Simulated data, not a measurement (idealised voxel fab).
The document below concerns the process module designated voxel plated lines.
Displayed cross-section: cut, width of 245 nm, square cells sized 5 nm.
A cross-section is a grid of square cells, given in bands from the top down. A band is one or more rows of cells.
Read a band's entry like this: the first values are the height of its top and the height of its bottom in nm, and what follows is the sequence of materials from left to right, each with its width in nm. Note that "blank" is empty space, and that a single material marked "edge to edge" reaches across the band from edge to edge.
Heights are measured from 0, the level below which the as-received wafer is all one material; the lowest band has no bottom and continues downward, written as in "top 0, no bottom".
A width given as "30 to 40" starts at the first number in the band's top row and ends at the second number in its bottom row, shifting by an equal amount at every step from row to row.
"same as before" means the step left every cell of the cross-section as it was.
In "Enclosed cavities" the enclosed voids are listed, meaning empty spaces of 8 cells or larger without any opening to the top. The form is width x height at distance, distance from the left edge, units nm.
The remark found on a step's line after its settings is issued by the simulator itself and pertains to that step.
For masked steps, "overlay nm" on the step line gives how far right of plan the mask actually lay; a minus sign means it lay to the left.

Process steps (planned)
- 1: RECEIVE | material Si
- 2: CONFORMAL_DEP | material SiN | thk nm 15
- 3: DIRECTIONAL_DEP | material TiN | thk nm 5
- 4: PATTERN | tone open | mask id LINES | material resist | width nm 20 | pitch nm 45 | thk nm 15 | overlay nm -15
- 5: EPI | material Ru | thk nm 10
- 6: STRIP | etch materials resist
- 7: DIRECTIONAL_ETCH | etch materials TiN | depth nm 5
- 8: CONFORMAL_DEP | material SiO2 | thk nm 5
Every wafer here starts from the same state; it is the step 4 overlay nm that distinguishes them, and the value the plan gives belongs to the first wafer.

The first of several wafers, as received after step 1, seen in section
> top 0, no bottom  Si edge to edge
> Enclosed cavities: none

The first of several wafers, seen in cross-section after the module's last step, step 8
> top 35, bottom 30  25 of blank; 30 of SiO2; 15 of blank; 30 of SiO2; 15 of blank; 30 of SiO2; 15 of blank; 30 of SiO2; 55 of blank
> top 30, bottom 20  25 of blank; 5 of SiO2; 20 of Ru; 5 of SiO2; 15 of blank; 5 of SiO2; 20 of Ru; 5 of SiO2; 15 of blank; 5 of SiO2; 20 of Ru; 5 of SiO2; 15 of blank; 5 of SiO2; 20 of Ru; 5 of SiO2; 55 of blank
> top 20, bottom 15  30 of SiO2; 20 of TiN; 25 of SiO2; 20 of TiN; 25 of SiO2; 20 of TiN; 25 of SiO2; 20 of TiN; 60 of SiO2
> top 15, bottom 0  SiN edge to edge
> top 0, no bottom  Si edge to edge
> Enclosed cavities: none

Last wafer x-sec, end of module
> top 35, bottom 30  55 of blank; 30 of SiO2; 15 of blank; 30 of SiO2; 15 of blank; 30 of SiO2; 15 of blank; 30 of SiO2; 25 of blank
> top 30, bottom 20  55 of blank; 5 of SiO2; 20 of Ru; 5 of SiO2; 15 of blank; 5 of SiO2; 20 of Ru; 5 of SiO2; 15 of blank; 5 of SiO2; 20 of Ru; 5 of SiO2; 15 of blank; 5 of SiO2; 20 of Ru; 5 of SiO2; 25 of blank
> top 20, bottom 15  60 of SiO2; 20 of TiN; 25 of SiO2; 20 of TiN; 25 of SiO2; 20 of TiN; 25 of SiO2; 20 of TiN; 30 of SiO2
> top 15, bottom 0  SiN edge to edge
> top 0, no bottom  Si edge to edge
> Enclosed cavities: none

Per-wafer rows below. For each material: cells gained (+) or lost (-) since the wafer was received, as of end of module. Then: closed voids
overlay nm -15, +32 Ru, +147 SiN, +73 SiO2, +16 TiN, Enclosed cavities: none
overlay nm -10, +32 Ru, +147 SiN, +73 SiO2, +16 TiN, Enclosed cavities: none
overlay nm -5, +32 Ru, +147 SiN, +73 SiO2, +16 TiN, Enclosed cavities: none
overlay nm 0, +32 Ru, +147 SiN, +73 SiO2, +16 TiN, Enclosed cavities: none
overlay nm 5, +32 Ru, +147 SiN, +73 SiO2, +16 TiN, Enclosed cavities: none
overlay nm 10, +32 Ru, +147 SiN, +73 SiO2, +16 TiN, Enclosed cavities: none
overlay nm 15, +32 Ru, +147 SiN, +73 SiO2, +16 TiN, Enclosed cavities: none
